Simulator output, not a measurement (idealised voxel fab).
Herein follows the process module entitled voxel ribs on slabs.
Xsec cut, 155 nm wide, square cell size 5 nm.
In what follows, cross-sections appear as grids of square cells, described through bands that run from the top down, where every band is one or more rows of cells. Top, bottom (nm), then materials left to right with widths (nm); lone material tagged "everywhere" fills the whole band edge to edge; "empty" = empty space. Heads up on the height convention: 0 is the point under which the incoming wafer is all one material, and the lowest band has no bottom, it just keeps going down, like "z 0 and below". Quick explanation for "30..40": the width changes in equal steps down the rows of cells, from the first number in the band's top row to the second number in its bottom row. When a step is marked "remained unchanged", none of the cells in the cross-section changed during that step. Closed-off voids of 8+ cells (no open route to the top) go in "Closed void inventory", written width x height at distance from the left edge, in nm. On a step's line, text after the settings is the simulator commenting on that step. "overlay nm", when on a step's line for a step with a mask, measures how far to the right of its planned place the mask lay; a negative measure means to the left. Pairs from here to the end. Each: cross-section before one process step, cross-section after it, the latter only as far down as the lowest band that changed. Under each: the step between, and its settings. Mind that the pairs may be taken from different runs of this module on the same starting wafer; whether a pair continues from the pair above depends on its entry headed "Before this step", and it does only where that entry says so.
Before this step:
z 0 and below | Si everywhere
Closed void inventory: none
Result of Step:
z 20 to 0 | SiO2 everywhere
Note: structure below 0 unchanged.
Closed void inventory: none
Step sandwiched between the two cross-sections above: DIRECTIONAL_DEP,material SiO2,thk nm 20
Before this step: The pre-step condition corresponds to the post-step cross-section depicted in the pair directly above.
Result of Step:
z 40 to 20 | SiN everywhere
Note: structure below 20 unchanged.
Closed void inventory: none
Step sandwiched between the two cross-sections above: DIRECTIONAL_DEP,material SiN,thk nm 20
Before this step: The pre-step condition corresponds to the post-step cross-section depicted in the pair directly above.
Result of Step:
z 50 to 40 | aC everywhere
Note: structure below 40 unchanged.
Closed void inventory: none
Step sandwiched between the two cross-sections above: DIRECTIONAL_DEP,material aC,thk nm 10
Before this step: The pre-step condition corresponds to the post-step cross-section depicted in the pair directly above.
Result of Step:
z 75 to 50 | 70 nm empty; 15 nm resist; 70 nm empty
Note: structure below 50 unchanged.
Closed void inventory: none
Step sandwiched between the two cross-sections above: PATTERN,tone cover,mask id RIB,material resist,width nm 15,thk nm 25,overlay nm 0
Before this step: The pre-step condition corresponds to the post-step cross-section depicted in the pair directly above.
Result of Step:
z 65 to 50 | 70 nm empty; 15 nm resist; 70 nm empty
z 50 to 40 | 70 nm empty; 15 nm aC; 70 nm empty
Note: structure below 40 unchanged.
Closed void inventory: none
Step sandwiched between the two cross-sections above: DIRECTIONAL_ETCH,etch materials aC,depth nm 10
Before this step: The pre-step condition corresponds to the post-step cross-section depicted in the pair directly above.
Result of Step:
z 50 to 40 | 70 nm empty; 15 nm aC; 70 nm empty
Note: structure below 40 unchanged.
Closed void inventory: none
Step sandwiched between the two cross-sections above: STRIP,etch materials resist
Before this step: The pre-step condition corresponds to the post-step cross-section depicted in the pair directly above.
Result of Step:
z 50 to 40 | 70 nm empty; 15 nm aC; 70 nm empty
z 40 to 35 | 70 nm empty; 15 nm SiN; 70 nm empty
Note: structure below 35 unchanged.
Closed void inventory: none
Step sandwiched between the two cross-sections above: DIRECTIONAL_ETCH,etch materials SiN,depth nm 5
Before this step: The pre-step condition corresponds to the post-step cross-section depicted in the pair directly above.
Result of Step:
z 40 to 35 | 70 nm empty; 15 nm SiN; 70 nm empty
Note: structure below 35 unchanged.
Closed void inventory: none
Step sandwiched between the two cross-sections above: STRIP,etch materials aC
Before this step: The pre-step condition corresponds to the post-step cross-section depicted in the pair directly above.
Result of Step:
z 40 to 35 | 70 nm empty; 15 nm SiN; 70 nm empty
z 35 to 20 | 45 nm empty; 65 nm SiN; 45 nm empty
Note: structure below 20 unchanged.
Closed void inventory: none
Step sandwiched between the two cross-sections above: MASKED_ETCH,tone cover,mask id SLAB,width nm 65,etch materials SiN,depth nm 15,overlay nm 0
Before this step: The pre-step condition corresponds to the post-step cross-section depicted in the pair directly above.
Result of Step:
z 65 to 40 | SiO2 everywhere
z 40 to 35 | 70 nm SiO2; 15 nm SiN; 70 nm SiO2
z 35 to 20 | 45 nm SiO2; 65 nm SiN; 45 nm SiO2
Note: structure below 20 unchanged.
Closed void inventory: none
Step sandwiched between the two cross-sections above: FILL_DEP,material SiO2,thk nm 25
Before this step: The pre-step condition corresponds to the post-step cross-section depicted in the pair directly above.
Result of Step:
z 60 to 40 | SiO2 everywhere
Note: structure below 40 unchanged.
Closed void inventory: none
Step sandwiched between the two cross-sections above: CMP,height nm 60
Before this step: The pre-step condition corresponds to the post-step cross-section depicted in the pair directly above.
Result of Step:
z 65 to 60 | TiN everywhere
Note: structure below 60 unchanged.
Closed void inventory: none
Step sandwiched between the two cross-sections above: DIRECTIONAL_DEP,material TiN,thk nm 5
Before this step: The pre-step condition corresponds to the post-step cross-section depicted in the pair directly above.
Result of Step:
z 80 to 65 | aC everywhere
Note: structure below 65 unchanged.
Closed void inventory: none
Step sandwiched between the two cross-sections above: DIRECTIONAL_DEP,material aC,thk nm 15
Before this step: The pre-step condition corresponds to the post-step cross-section depicted in the pair directly above.
Result of Step:
z 115 to 80 | 65 nm empty; 25 nm resist; 65 nm empty
Note: structure below 80 unchanged.
Closed void inventory: none
Step sandwiched between the two cross-sections above: PATTERN,tone cover,mask id HEATER,material resist,width nm 25,thk nm 35,overlay nm 0
Before this step: The pre-step condition corresponds to the post-step cross-section depicted in the pair directly above.
Result of Step:
z 100 to 80 | 65 nm empty; 25 nm resist; 65 nm empty
z 80 to 65 | 65 nm empty; 25 nm aC; 65 nm empty
Note: structure below 65 unchanged.
Closed void inventory: none
Step sandwiched between the two cross-sections above: DIRECTIONAL_ETCH,etch materials aC,depth nm 15
Before this step: The pre-step condition corresponds to the post-step cross-section depicted in the pair directly above.
Result of Step:
z 80 to 65 | 65 nm empty; 25 nm aC; 65 nm empty
Note: structure below 65 unchanged.
Closed void inventory: none
Step sandwiched between the two cross-sections above: STRIP,etch materials resist
Before this step: The pre-step condition corresponds to the post-step cross-section depicted in the pair directly above.
Result of Step:
z 80 to 65 | 65 nm empty; 25 nm aC; 65 nm empty
z 65 to 60 | 65 nm empty; 25 nm TiN; 65 nm empty
Note: structure below 60 unchanged.
Closed void inventory: none
Step sandwiched between the two cross-sections above: DIRECTIONAL_ETCH,etch materials TiN,depth nm 5
Before this step: The pre-step condition corresponds to the post-step cross-section depicted in the pair directly above.
Result of Step:
z 65 to 60 | 65 nm empty; 25 nm TiN; 65 nm empty
Note: structure below 60 unchanged.
Closed void inventory: none
Step sandwiched between the two cross-sections above: STRIP,etch materials aC
Before this step: The pre-step condition corresponds to the post-step cross-section depicted in the pair directly above.
Result of Step:
z 70 to 65 | 60 nm empty; 35 nm SiN; 60 nm empty
z 65 to 60 | 65 nm SiN; 25 nm TiN; 65 nm SiN
Note: structure below 60 unchanged.
Closed void inventory: none
Step sandwiched between the two cross-sections above: CONFORMAL_DEP,material SiN,thk nm 5
Before this step:
z 20 to 0 | SiO2 everywhere
z 0 and below | Si everywhere
Closed void inventory: none
Result of Step:
z 40 to 0 | SiO2 everywhere
Note: structure below 0 unchanged.
Closed void inventory: none
Step sandwiched between the two cross-sections above: DIRECTIONAL_DEP,material SiO2,thk nm 20
Before this step: The pre-step condition corresponds to the post-step cross-section depicted in the pair directly above.
Result of Step:
z 60 to 40 | SiN everywhere
Note: structure below 40 unchanged.
Closed void inventory: none
Step sandwiched between the two cross-sections above: DIRECTIONAL_DEP,material SiN,thk nm 20
Before this step: The pre-step condition corresponds to the post-step cross-section depicted in the pair directly above.
Result of Step:
z 70 to 60 | aC everywhere
Note: structure below 60 unchanged.
Closed void inventory: none
Step sandwiched between the two cross-sections above: DIRECTIONAL_DEP,material aC,thk nm 10
Before this step: The pre-step condition corresponds to the post-step cross-section depicted in the pair directly above.
Result of Step:
z 95 to 70 | 70 nm empty; 15 nm resist; 70 nm empty
Note: structure below 70 unchanged.
Closed void inventory: none
Step sandwiched between the two cross-sections above: PATTERN,tone cover,mask id RIB,material resist,width nm 15,thk nm 25,overlay nm 0
Before this step: The pre-step condition corresponds to the post-step cross-section depicted in the pair directly above.
Result of Step:
z 85 to 70 | 70 nm empty; 15 nm resist; 70 nm empty
z 70 to 60 | 70 nm empty; 15 nm aC; 70 nm empty
Note: structure below 60 unchanged.
Closed void inventory: none
Step sandwiched between the two cross-sections above: DIRECTIONAL_ETCH,etch materials aC,depth nm 10
Before this step: The pre-step condition corresponds to the post-step cross-section depicted in the pair directly above.
Result of Step:
z 70 to 60 | 70 nm empty; 15 nm aC; 70 nm empty
Note: structure below 60 unchanged.
Closed void inventory: none
Step sandwiched between the two cross-sections above: STRIP,etch materials resist
Before this step: The pre-step condition corresponds to the post-step cross-section depicted in the pair directly above.
Result of Step:
z 70 to 60 | 70 nm empty; 15 nm aC; 70 nm empty
z 60 to 55 | 70 nm empty; 15 nm SiN; 70 nm empty
Note: structure below 55 unchanged.
Closed void inventory: none
Step sandwiched between the two cross-sections above: DIRECTIONAL_ETCH,etch materials SiN,depth nm 5
Before this step: The pre-step condition corresponds to the post-step cross-section depicted in the pair directly above.
Result of Step:
z 60 to 55 | 70 nm empty; 15 nm SiN; 70 nm empty
Note: structure below 55 unchanged.
Closed void inventory: none
Step sandwiched between the two cross-sections above: STRIP,etch materials aC
Before this step: The pre-step condition corresponds to the post-step cross-section depicted in the pair directly above.
Result of Step:
z 60 to 55 | 70 nm empty; 15 nm SiN; 70 nm empty
z 55 to 40 | 45 nm empty; 65 nm SiN; 45 nm empty
Note: structure below 40 unchanged.
Closed void inventory: none
Step sandwiched between the two cross-sections above: MASKED_ETCH,tone cover,mask id SLAB,width nm 65,etch materials SiN,depth nm 15,overlay nm 0
Before this step: The pre-step condition corresponds to the post-step cross-section depicted in the pair directly above.
Result of Step:
z 85 to 60 | SiO2 everywhere
z 60 to 55 | 70 nm SiO2; 15 nm SiN; 70 nm SiO2
z 55 to 40 | 45 nm SiO2; 65 nm SiN; 45 nm SiO2
Note: structure below 40 unchanged.
Closed void inventory: none
Step sandwiched between the two cross-sections above: FILL_DEP,material SiO2,thk nm 25
Before this step: The pre-step condition corresponds to the post-step cross-section depicted in the pair directly above.
Result of Step:
z 60 to 55 | 70 nm SiO2; 15 nm SiN; 70 nm SiO2
Note: structure below 55 unchanged.
Closed void inventory: none
Step sandwiched between the two cross-sections above: CMP,height nm 60
Before this step: The pre-step condition corresponds to the post-step cross-section depicted in the pair directly above.
Result of Step:
z 65 to 60 | TiN everywhere
Note: structure below 60 unchanged.
Closed void inventory: none
Step sandwiched between the two cross-sections above: DIRECTIONAL_DEP,material TiN,thk nm 5
Before this step: The pre-step condition corresponds to the post-step cross-section depicted in the pair directly above.
Result of Step:
z 80 to 65 | aC everywhere
Note: structure below 65 unchanged.
Closed void inventory: none
Step sandwiched between the two cross-sections above: DIRECTIONAL_DEP,material aC,thk nm 15
Before this step: The pre-step condition corresponds to the post-step cross-section depicted in the pair directly above.
Result of Step:
z 115 to 80 | 65 nm empty; 25 nm resist; 65 nm empty
Note: structure below 80 unchanged.
Closed void inventory: none
Step sandwiched between the two cross-sections above: PATTERN,tone cover,mask id HEATER,material resist,width nm 25,thk nm 35,overlay nm 0
Before this step: The pre-step condition corresponds to the post-step cross-section depicted in the pair directly above.
Result of Step:
z 100 to 80 | 65 nm empty; 25 nm resist; 65 nm empty
z 80 to 65 | 65 nm empty; 25 nm aC; 65 nm empty
Note: structure below 65 unchanged.
Closed void inventory: none
Step sandwiched between the two cross-sections above: DIRECTIONAL_ETCH,etch materials aC,depth nm 15
Before this step: The pre-step condition corresponds to the post-step cross-section depicted in the pair directly above.
Result of Step:
z 80 to 65 | 65 nm empty; 25 nm aC; 65 nm empty
Note: structure below 65 unchanged.
Closed void inventory: none
Step sandwiched between the two cross-sections above: STRIP,etch materials resist
Before this step: The pre-step condition corresponds to the post-step cross-section depicted in the pair directly above.
Result of Step:
z 80 to 65 | 65 nm empty; 25 nm aC; 65 nm empty
z 65 to 60 | 65 nm empty; 25 nm TiN; 65 nm empty
Note: structure below 60 unchanged.
Closed void inventory: none
Step sandwiched between the two cross-sections above: DIRECTIONAL_ETCH,etch materials TiN,depth nm 5
Before this step: The pre-step condition corresponds to the post-step cross-section depicted in the pair directly above.
Result of Step:
z 65 to 60 | 65 nm empty; 25 nm TiN; 65 nm empty
Note: structure below 60 unchanged.
Closed void inventory: none
Step sandwiched between the two cross-sections above: STRIP,etch materials aC
Before this step: The pre-step condition corresponds to the post-step cross-section depicted in the pair directly above.
Result of Step:
z 70 to 65 | 60 nm empty; 35 nm SiN; 60 nm empty
z 65 to 60 | 65 nm SiN; 25 nm TiN; 65 nm SiN
Note: structure below 60 unchanged.
Closed void inventory: none
Step sandwiched between the two cross-sections above: CONFORMAL_DEP,material SiN,thk nm 5
Before this step:
z 0 and below | Si everywhere
Closed void inventory: none
Result of Step:
z 20 to 0 | SiN everywhere
Note: structure below 0 unchanged.
Closed void inventory: none
Step sandwiched between the two cross-sections above: DIRECTIONAL_DEP,material SiN,thk nm 20
Before this step: The pre-step condition corresponds to the post-step cross-section depicted in the pair directly above.
Result of Step:
z 40 to 20 | SiO2 everywhere
Note: structure below 20 unchanged.
Closed void inventory: none
Step sandwiched between the two cross-sections above: DIRECTIONAL_DEP,material SiO2,thk nm 20
Before this step: The pre-step condition corresponds to the post-step cross-section depicted in the pair directly above.
Result of Step:
z 50 to 40 | aC everywhere
Note: structure below 40 unchanged.
Closed void inventory: none
Step sandwiched between the two cross-sections above: DIRECTIONAL_DEP,material aC,thk nm 10
Before this step: The pre-step condition corresponds to the post-step cross-section depicted in the pair directly above.
Result of Step:
z 75 to 50 | 70 nm empty; 15 nm resist; 70 nm empty
Note: structure below 50 unchanged.
Closed void inventory: none
Step sandwiched between the two cross-sections above: PATTERN,tone cover,mask id RIB,material resist,width nm 15,thk nm 25,overlay nm 0
Before this step: The pre-step condition corresponds to the post-step cross-section depicted in the pair directly above.
Result of Step:
z 65 to 50 | 70 nm empty; 15 nm resist; 70 nm empty
z 50 to 40 | 70 nm empty; 15 nm aC; 70 nm empty
Note: structure below 40 unchanged.
Closed void inventory: none
Step sandwiched between the two cross-sections above: DIRECTIONAL_ETCH,etch materials aC,depth nm 10
Before this step: The pre-step condition corresponds to the post-step cross-section depicted in the pair directly above.
Result of Step:
z 50 to 40 | 70 nm empty; 15 nm aC; 70 nm empty
Note: structure below 40 unchanged.
Closed void inventory: none
Step sandwiched between the two cross-sections above: STRIP,etch materials resist
Before this step: The pre-step condition corresponds to the post-step cross-section depicted in the pair directly above.
Result of Step:
z 40 to 20 | SiO2 everywhere
Note: structure below 20 unchanged.
Closed void inventory: none
Step sandwiched between the two cross-sections above: STRIP,etch materials aC
Before this step: The pre-step condition corresponds to the post-step cross-section depicted in the pair directly above.
Result of Step:
z 65 to 20 | SiO2 everywhere
Note: structure below 20 unchanged.
Closed void inventory: none
Step sandwiched between the two cross-sections above: FILL_DEP,material SiO2,thk nm 25
Before this step: The pre-step condition corresponds to the post-step cross-section depicted in the pair directly above.
Result of Step:
z 60 to 20 | SiO2 everywhere
Note: structure below 20 unchanged.
Closed void inventory: none
Step sandwiched between the two cross-sections above: CMP,height nm 60
Before this step: The pre-step condition corresponds to the post-step cross-section depicted in the pair directly above.
Result of Step:
z 65 to 60 | TiN everywhere
Note: structure below 60 unchanged.
Closed void inventory: none
Step sandwiched between the two cross-sections above: DIRECTIONAL_DEP,material TiN,thk nm 5
Before this step: The pre-step condition corresponds to the post-step cross-section depicted in the pair directly above.
Result of Step:
z 80 to 65 | aC everywhere
Note: structure below 65 unchanged.
Closed void inventory: none
Step sandwiched between the two cross-sections above: DIRECTIONAL_DEP,material aC,thk nm 15
Before this step: The pre-step condition corresponds to the post-step cross-section depicted in the pair directly above.
Result of Step:
z 115 to 80 | 65 nm empty; 25 nm resist; 65 nm empty
Note: structure below 80 unchanged.
Closed void inventory: none
Step sandwiched between the two cross-sections above: PATTERN,tone cover,mask id HEATER,material resist,width nm 25,thk nm 35,overlay nm 0
Before this step: The pre-step condition corresponds to the post-step cross-section depicted in the pair directly above.
Result of Step:
z 100 to 80 | 65 nm empty; 25 nm resist; 65 nm empty
z 80 to 65 | 65 nm empty; 25 nm aC; 65 nm empty
Note: structure below 65 unchanged.
Closed void inventory: none
Step sandwiched between the two cross-sections above: DIRECTIONAL_ETCH,etch materials aC,depth nm 15
Before this step: The pre-step condition corresponds to the post-step cross-section depicted in the pair directly above.
Result of Step:
z 80 to 65 | 65 nm empty; 25 nm aC; 65 nm empty
Note: structure below 65 unchanged.
Closed void inventory: none
Step sandwiched between the two cross-sections above: STRIP,etch materials resist
Before this step: The pre-step condition corresponds to the post-step cross-section depicted in the pair directly above.
Result of Step:
z 80 to 65 | 65 nm empty; 25 nm aC; 65 nm empty
z 65 to 60 | 65 nm empty; 25 nm TiN; 65 nm empty
Note: structure below 60 unchanged.
Closed void inventory: none
Step sandwiched between the two cross-sections above: DIRECTIONAL_ETCH,etch materials TiN,depth nm 5
Before this step: The pre-step condition corresponds to the post-step cross-section depicted in the pair directly above.
Result of Step:
z 65 to 60 | 65 nm empty; 25 nm TiN; 65 nm empty
Note: structure below 60 unchanged.
Closed void inventory: none
Step sandwiched between the two cross-sections above: STRIP,etch materials aC
Before this step: The pre-step condition corresponds to the post-step cross-section depicted in the pair directly above.
Result of Step:
z 70 to 65 | 60 nm empty; 35 nm SiN; 60 nm empty
z 65 to 60 | 65 nm SiN; 25 nm TiN; 65 nm SiN
Note: structure below 60 unchanged.
Closed void inventory: none
Step sandwiched between the two cross-sections above: CONFORMAL_DEP,material SiN,thk nm 5
Before this step:
z 65 to 40 | SiO2 everywhere
z 40 to 35 | 70 nm SiO2; 15 nm SiN; 70 nm SiO2
z 35 to 20 | 45 nm SiO2; 65 nm SiN; 45 nm SiO2
z 20 to 0 | SiO2 everywhere
z 0 and below | Si everywhere
Closed void inventory: none
Result of Step:
z 50 to 40 | SiO2 everywhere
Note: structure below 40 unchanged.
Closed void inventory: none
Step sandwiched between the two cross-sections above: CMP,height nm 50
Before this step: The pre-step condition corresponds to the post-step cross-section depicted in the pair directly above.
Result of Step:
z 55 to 50 | TiN everywhere
Note: structure below 50 unchanged.
Closed void inventory: none
Step sandwiched between the two cross-sections above: DIRECTIONAL_DEP,material TiN,thk nm 5
Before this step: The pre-step condition corresponds to the post-step cross-section depicted in the pair directly above.
Result of Step:
z 70 to 55 | aC everywhere
Note: structure below 55 unchanged.
Closed void inventory: none
Step sandwiched between the two cross-sections above: DIRECTIONAL_DEP,material aC,thk nm 15
Before this step: The pre-step condition corresponds to the post-step cross-section depicted in the pair directly above.
Result of Step:
z 105 to 70 | 65 nm empty; 25 nm resist; 65 nm empty
Note: structure below 70 unchanged.
Closed void inventory: none
Step sandwiched between the two cross-sections above: PATTERN,tone cover,mask id HEATER,material resist,width nm 25,thk nm 35,overlay nm 0
Before this step: The pre-step condition corresponds to the post-step cross-section depicted in the pair directly above.
Result of Step:
z 90 to 70 | 65 nm empty; 25 nm resist; 65 nm empty
z 70 to 55 | 65 nm empty; 25 nm aC; 65 nm empty
Note: structure below 55 unchanged.
Closed void inventory: none
Step sandwiched between the two cross-sections above: DIRECTIONAL_ETCH,etch materials aC,depth nm 15
Before this step: The pre-step condition corresponds to the post-step cross-section depicted in the pair directly above.
Result of Step:
z 70 to 55 | 65 nm empty; 25 nm aC; 65 nm empty
Note: structure below 55 unchanged.
Closed void inventory: none
Step sandwiched between the two cross-sections above: STRIP,etch materials resist
Before this step: The pre-step condition corresponds to the post-step cross-section depicted in the pair directly above.
Result of Step:
z 70 to 55 | 65 nm empty; 25 nm aC; 65 nm empty
z 55 to 50 | 65 nm empty; 25 nm TiN; 65 nm empty
Note: structure below 50 unchanged.
Closed void inventory: none
Step sandwiched between the two cross-sections above: DIRECTIONAL_ETCH,etch materials TiN,depth nm 5
Before this step: The pre-step condition corresponds to the post-step cross-section depicted in the pair directly above.
Result of Step:
z 55 to 50 | 65 nm empty; 25 nm TiN; 65 nm empty
Note: structure below 50 unchanged.
Closed void inventory: none
Step sandwiched between the two cross-sections above: STRIP,etch materials aC
Before this step: The pre-step condition corresponds to the post-step cross-section depicted in the pair directly above.
Result of Step:
z 60 to 55 | 60 nm empty; 35 nm SiN; 60 nm empty
z 55 to 50 | 65 nm SiN; 25 nm TiN; 65 nm SiN
Note: structure below 50 unchanged.
Closed void inventory: none
Step sandwiched between the two cross-sections above: CONFORMAL_DEP,material SiN,thk nm 5
Before this step:
z 50 to 40 | aC everywhere
z 40 to 20 | SiN everywhere
z 20 to 0 | SiO2 everywhere
z 0 and below | Si everywhere
Closed void inventory: none
Result of Step:
z 75 to 50 | 65 nm empty; 25 nm resist; 65 nm empty
Note: structure below 50 unchanged.
Closed void inventory: none
Step sandwiched between the two cross-sections above: PATTERN,tone cover,mask id RIB,material resist,width nm 25,thk nm 25,overlay nm 0
Before this step: The pre-step condition corresponds to the post-step cross-section depicted in the pair directly above.
Result of Step:
z 65 to 50 | 65 nm empty; 25 nm resist; 65 nm empty
z 50 to 40 | 65 nm empty; 25 nm aC; 65 nm empty
Note: structure below 40 unchanged.
Closed void inventory: none
Step sandwiched between the two cross-sections above: DIRECTIONAL_ETCH,etch materials aC,depth nm 10
Before this step: The pre-step condition corresponds to the post-step cross-section depicted in the pair directly above.
Result of Step:
z 50 to 40 | 65 nm empty; 25 nm aC; 65 nm empty
Note: structure below 40 unchanged.
Closed void inventory: none
Step sandwiched between the two cross-sections above: STRIP,etch materials resist
Before this step: The pre-step condition corresponds to the post-step cross-section depicted in the pair directly above.
Result of Step:
z 50 to 40 | 65 nm empty; 25 nm aC; 65 nm empty
z 40 to 35 | 65 nm empty; 25 nm SiN; 65 nm empty
Note: structure below 35 unchanged.
Closed void inventory: none
Step sandwiched between the two cross-sections above: DIRECTIONAL_ETCH,etch materials SiN,depth nm 5
Before this step: The pre-step condition corresponds to the post-step cross-section depicted in the pair directly above.
Result of Step:
z 40 to 35 | 65 nm empty; 25 nm SiN; 65 nm empty
Note: structure below 35 unchanged.
Closed void inventory: none
Step sandwiched between the two cross-sections above: STRIP,etch materials aC
Before this step: The pre-step condition corresponds to the post-step cross-section depicted in the pair directly above.
Result of Step:
z 40 to 35 | 65 nm empty; 25 nm SiN; 65 nm empty
z 35 to 20 | 45 nm empty; 65 nm SiN; 45 nm empty
Note: structure below 20 unchanged.
Closed void inventory: none
Step sandwiched between the two cross-sections above: MASKED_ETCH,tone cover,mask id SLAB,width nm 65,etch materials SiN,depth nm 15,overlay nm 0
Before this step: The pre-step condition corresponds to the post-step cross-section depicted in the pair directly above.
Result of Step:
z 65 to 40 | SiO2 everywhere
z 40 to 35 | 65 nm SiO2; 25 nm SiN; 65 nm SiO2
z 35 to 20 | 45 nm SiO2; 65 nm SiN; 45 nm SiO2
Note: structure below 20 unchanged.
Closed void inventory: none
Step sandwiched between the two cross-sections above: FILL_DEP,material SiO2,thk nm 25
Before this step: The pre-step condition corresponds to the post-step cross-section depicted in the pair directly above.
Result of Step:
z 60 to 40 | SiO2 everywhere
Note: structure below 40 unchanged.
Closed void inventory: none
Step sandwiched between the two cross-sections above: CMP,height nm 60
Before this step: The pre-step condition corresponds to the post-step cross-section depicted in the pair directly above.
Result of Step:
z 65 to 60 | TiN everywhere
Note: structure below 60 unchanged.
Closed void inventory: none
Step sandwiched between the two cross-sections above: DIRECTIONAL_DEP,material TiN,thk nm 5
Before this step: The pre-step condition corresponds to the post-step cross-section depicted in the pair directly above.
Result of Step:
z 80 to 65 | aC everywhere
Note: structure below 65 unchanged.
Closed void inventory: none
Step sandwiched between the two cross-sections above: DIRECTIONAL_DEP,material aC,thk nm 15
Before this step: The pre-step condition corresponds to the post-step cross-section depicted in the pair directly above.
Result of Step:
z 115 to 80 | 65 nm empty; 25 nm resist; 65 nm empty
Note: structure below 80 unchanged.
Closed void inventory: none
Step sandwiched between the two cross-sections above: PATTERN,tone cover,mask id HEATER,material resist,width nm 25,thk nm 35,overlay nm 0
Before this step: The pre-step condition corresponds to the post-step cross-section depicted in the pair directly above.
Result of Step:
z 100 to 80 | 65 nm empty; 25 nm resist; 65 nm empty
z 80 to 65 | 65 nm empty; 25 nm aC; 65 nm empty
Note: structure below 65 unchanged.
Closed void inventory: none
Step sandwiched between the two cross-sections above: DIRECTIONAL_ETCH,etch materials aC,depth nm 15
Before this step: The pre-step condition corresponds to the post-step cross-section depicted in the pair directly above.
Result of Step:
z 80 to 65 | 65 nm empty; 25 nm aC; 65 nm empty
Note: structure below 65 unchanged.
Closed void inventory: none
Step sandwiched between the two cross-sections above: STRIP,etch materials resist
Before this step: The pre-step condition corresponds to the post-step cross-section depicted in the pair directly above.
Result of Step:
z 80 to 65 | 65 nm empty; 25 nm aC; 65 nm empty
z 65 to 60 | 65 nm empty; 25 nm TiN; 65 nm empty
Note: structure below 60 unchanged.
Closed void inventory: none
Step sandwiched between the two cross-sections above: DIRECTIONAL_ETCH,etch materials TiN,depth nm 5
Before this step: The pre-step condition corresponds to the post-step cross-section depicted in the pair directly above.
Result of Step:
z 65 to 60 | 65 nm empty; 25 nm TiN; 65 nm empty
Note: structure below 60 unchanged.
Closed void inventory: none
Step sandwiched between the two cross-sections above: STRIP,etch materials aC
Before this step: The pre-step condition corresponds to the post-step cross-section depicted in the pair directly above.
Result of Step:
z 70 to 65 | 60 nm empty; 35 nm SiN; 60 nm empty
z 65 to 60 | 65 nm SiN; 25 nm TiN; 65 nm SiN
Note: structure below 60 unchanged.
Closed void inventory: none
Step sandwiched between the two cross-sections above: CONFORMAL_DEP,material SiN,thk nm 5
Before this step:
z 40 to 35 | 70 nm empty; 15 nm SiN; 70 nm empty
z 35 to 20 | SiN everywhere
z 20 to 0 | SiO2 everywhere
z 0 and below | Si everywhere
Closed void inventory: none
Result of Step:
z 40 to 35 | 70 nm empty; 15 nm SiN; 70 nm empty
z 35 to 20 | 35 nm empty; 65 nm SiN; 55 nm empty
Note: structure below 20 unchanged.
Closed void inventory: none
Step sandwiched between the two cross-sections above: MASKED_ETCH,tone cover,mask id SLAB,width nm 65,etch materials SiN,depth nm 15,overlay nm -10
Before this step: The pre-step condition corresponds to the post-step cross-section depicted in the pair directly above.
Result of Step:
z 65 to 40 | SiO2 everywhere
z 40 to 35 | 70 nm SiO2; 15 nm SiN; 70 nm SiO2
z 35 to 20 | 35 nm SiO2; 65 nm SiN; 55 nm SiO2
Note: structure below 20 unchanged.
Closed void inventory: none
Step sandwiched between the two cross-sections above: FILL_DEP,material SiO2,thk nm 25
Before this step: The pre-step condition corresponds to the post-step cross-section depicted in the pair directly above.
Result of Step:
z 60 to 40 | SiO2 everywhere
Note: structure below 40 unchanged.
Closed void inventory: none
Step sandwiched between the two cross-sections above: CMP,height nm 60
Before this step: The pre-step condition corresponds to the post-step cross-section depicted in the pair directly above.
Result of Step:
z 65 to 60 | TiN everywhere
Note: structure below 60 unchanged.
Closed void inventory: none
Step sandwiched between the two cross-sections above: DIRECTIONAL_DEP,material TiN,thk nm 5
Before this step: The pre-step condition corresponds to the post-step cross-section depicted in the pair directly above.
Result of Step:
z 80 to 65 | aC everywhere
Note: structure below 65 unchanged.
Closed void inventory: none
Step sandwiched between the two cross-sections above: DIRECTIONAL_DEP,material aC,thk nm 15
Before this step: The pre-step condition corresponds to the post-step cross-section depicted in the pair directly above.
Result of Step:
z 115 to 80 | 65 nm empty; 25 nm resist; 65 nm empty
Note: structure below 80 unchanged.
Closed void inventory: none
Step sandwiched between the two cross-sections above: PATTERN,tone cover,mask id HEATER,material resist,width nm 25,thk nm 35,overlay nm 0
Before this step: The pre-step condition corresponds to the post-step cross-section depicted in the pair directly above.
Result of Step:
z 100 to 80 | 65 nm empty; 25 nm resist; 65 nm empty
z 80 to 65 | 65 nm empty; 25 nm aC; 65 nm empty
Note: structure below 65 unchanged.
Closed void inventory: none
Step sandwiched between the two cross-sections above: DIRECTIONAL_ETCH,etch materials aC,depth nm 15
Before this step: The pre-step condition corresponds to the post-step cross-section depicted in the pair directly above.
Result of Step:
z 80 to 65 | 65 nm empty; 25 nm aC; 65 nm empty
Note: structure below 65 unchanged.
Closed void inventory: none
Step sandwiched between the two cross-sections above: STRIP,etch materials resist
Before this step: The pre-step condition corresponds to the post-step cross-section depicted in the pair directly above.
Result of Step:
z 80 to 65 | 65 nm empty; 25 nm aC; 65 nm empty
z 65 to 60 | 65 nm empty; 25 nm TiN; 65 nm empty
Note: structure below 60 unchanged.
Closed void inventory: none
Step sandwiched between the two cross-sections above: DIRECTIONAL_ETCH,etch materials TiN,depth nm 5
Before this step: The pre-step condition corresponds to the post-step cross-section depicted in the pair directly above.
Result of Step:
z 65 to 60 | 65 nm empty; 25 nm TiN; 65 nm empty
Note: structure below 60 unchanged.
Closed void inventory: none
Step sandwiched between the two cross-sections above: STRIP,etch materials aC
Before this step: The pre-step condition corresponds to the post-step cross-section depicted in the pair directly above.
Result of Step:
z 70 to 65 | 60 nm empty; 35 nm SiN; 60 nm empty
z 65 to 60 | 65 nm SiN; 25 nm TiN; 65 nm SiN
Note: structure below 60 unchanged.
Closed void inventory: none
Step sandwiched between the two cross-sections above: CONFORMAL_DEP,material SiN,thk nm 5
Before this step:
z 60 to 40 | SiO2 everywhere
z 40 to 35 | 70 nm SiO2; 15 nm SiN; 70 nm SiO2
z 35 to 20 | 45 nm SiO2; 65 nm SiN; 45 nm SiO2
z 20 to 0 | SiO2 everywhere
z 0 and below | Si everywhere
Closed void inventory: none
Result of Step:
z 65 to 60 | SiN everywhere
Note: structure below 60 unchanged.
Closed void inventory: none
Step sandwiched between the two cross-sections above: DIRECTIONAL_DEP,material SiN,thk nm 5
Before this step: The pre-step condition corresponds to the post-step cross-section depicted in the pair directly above.
Result of Step:
z 80 to 65 | aC everywhere
Note: structure below 65 unchanged.
Closed void inventory: none
Step sandwiched between the two cross-sections above: DIRECTIONAL_DEP,material aC,thk nm 15
Before this step: The pre-step condition corresponds to the post-step cross-section depicted in the pair directly above.
Result of Step:
z 115 to 80 | 65 nm empty; 25 nm resist; 65 nm empty
Note: structure below 80 unchanged.
Closed void inventory: none
Step sandwiched between the two cross-sections above: PATTERN,tone cover,mask id HEATER,material resist,width nm 25,thk nm 35,overlay nm 0
